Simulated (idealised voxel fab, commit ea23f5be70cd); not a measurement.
Process module name: voxel ribs on slabs
FYI the section here is cut, 150 nm wide, cells are 5 nm squares.
A cross-section in this document is a grid of square cells, and it is written down as bands, the top band listed before the ones below it; a band is made up of one or more rows of cells.
First you get the band's top height and its bottom height, in nm, and then the materials it's made of, left to right, with each width in nm. If you see a single material with "everywhere", that one covers the band edge to edge. "air" is empty space.
It should be noted that heights are counted from 0, beneath which the wafer as supplied is of one material throughout, and that the lowest band possesses no lower boundary but continues downward, as written in "from 0 down".
Width: "30 to 40" (first number = top row, second number = bottom row, same change from row to row of cells).
A step reported as "nothing was modified" is a step in which no cell of the cross-section changed.
Closed empty spaces (no open way to the top) of 8 cells or more are what "Non-vented voids" lists, each as width x height at distance from the left edge, nm for all three.
Note: text after step settings on the step line = simulator remark on that step.
overlay nm, on a step with a mask: how far to the right of its planned place the mask lay; to the left if negative
Planned step list for the process:
1: RECEIVE [material Si]
2: DIRECTIONAL_DEP [material SiO2] [thk nm 25]
3: DIRECTIONAL_DEP [material SiN] [thk nm 15]
4: PATTERN [tone cover] [mask id RIB] [material resist] [width nm 15] [thk nm 15] [overlay nm 0]
5: DIRECTIONAL_ETCH [etch materials SiN] [depth nm 10]
6: STRIP [etch materials resist]
7: MASKED_ETCH [tone cover] [mask id SLAB] [width nm 55] [etch materials SiN] [depth nm 5] [overlay nm 0]
8: FILL_DEP [material SiO2] [thk nm 15]
9: CMP [height nm 50]
10: DIRECTIONAL_DEP [material TiN] [thk nm 5]
11: PATTERN [tone cover] [mask id HEATER] [material resist] [width nm 25] [thk nm 20] [overlay nm 0]
12: DIRECTIONAL_ETCH [etch materials TiN] [depth nm 5]
13: STRIP [etch materials resist]
14: CONFORMAL_DEP [material SiN] [thk nm 5]
Delivered wafer in cross-section: state after step 1:
> from 0 down  Si everywhere
> Non-vented voids: none
Sectioned view, first of two wafers, at the close of the module, processed as intended in the plan:
> from 60 to 55  air=55; SiN=35; air=60
> from 55 to 50  SiN=60; TiN=25; SiN=65
> from 50 to 40  SiO2 everywhere
> from 40 to 30  SiO2=65; SiN=15; SiO2=70
> from 30 to 25  SiO2=45; SiN=55; SiO2=50
> from 25 to 0  SiO2 everywhere
> from 0 down  Si everywhere
> Non-vented voids: none
Second of two wafers, module complete, sectioned: it shares the first wafer's start and plan but was run with one mistake:
> from 60 to 55  air=55; SiN=35; air=60
> from 55 to 50  SiN=60; TiN=25; SiN=65
> from 50 to 40  SiO2 everywhere
> from 40 to 30  SiO2=65; SiN=15; SiO2=70
> from 30 to 25  SiO2=50; SiN=50; SiO2=50
> from 25 to 0  SiO2 everywhere
> from 0 down  Si everywhere
> Non-vented voids: none
Where did the run depart from the plan? the process deviated at step 7: the operation and settings actually run there were MASKED_ETCH [tone cover] [mask id SLAB] [width nm 50] [etch materials SiN] [depth nm 5] [overlay nm 0]
End check, counted in cells, second wafer has more or fewer of these materials than the first: SiN -1, SiO2 +1
